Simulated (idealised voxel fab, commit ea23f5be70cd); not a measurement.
Documented hereafter: the process module known as voxel tone inversion.
Cross-section cut spans 280 nm and uses square cells 5 nm in size.
Cross-section, as written here: a square-cell grid given band by band from the top down, where a band holds one or more rows of cells. Within each band entry, the heights of the top and of the bottom of the band appear first, in that order and in nm; the materials of the band then follow from left to right, each with its corresponding width in nm. The designation "all across" on a single material indicates that it fills the band from edge to edge; the designation "empty" indicates empty space. Heights from 0 (as-received wafer is one material below). Bottom band endless downward, as "0 nm and below". You'd read "30 to 40" like this: the band's top row of cells is as wide as the first number, its bottom row is as wide as the second, and going down, every row changes width by the same amount as the row before did. "no alterations made" (step): cross-section cells unchanged, all of them. If an empty space has no open way to the top and is at least 8 cells in size, "Closed internal voids" lists it, written width x height at distance, where distance is measured from the left edge and every value is in nm. That trailing text on a step's line, after the settings, is the simulator's own remark on the step. A step's line can hold "overlay nm"; with a mask on that step, the setting says how far right of the planned place the mask lay, while a negative setting says it lay to the left.
Process steps (planned):
1 RECEIVE | material Si
2 CONFORMAL_DEP | material SiCN | thk nm 10
3 DIRECTIONAL_DEP | material aC | thk nm 20
4 PATTERN | tone cover | mask id POSTS | material resist | width nm 15 | pitch nm 30 | thk nm 30 | overlay nm 0
5 DIRECTIONAL_ETCH | etch materials aC | depth nm 20
6 STRIP | etch materials resist
7 FILL_DEP | material SiO2 | thk nm 5
8 CMP | height nm 30
9 STRIP | etch materials aC
Wafer at receipt (post step 1), cross-section:
- 0 nm and below: Si all across
- Closed internal voids: none
This is how the wafer looks in cross-section once the module is done, given the starting state and plan above and one mistake in carrying the plan out:
- 30 nm to 10 nm: SiO2 all across
- 10 nm to 0 nm: SiCN all across
- 0 nm and below: Si all across
- Closed internal voids: none
Plan not followed: rather than as planned, step 3 actually ran as DIRECTIONAL_DEP | material SiO2 | thk nm 20
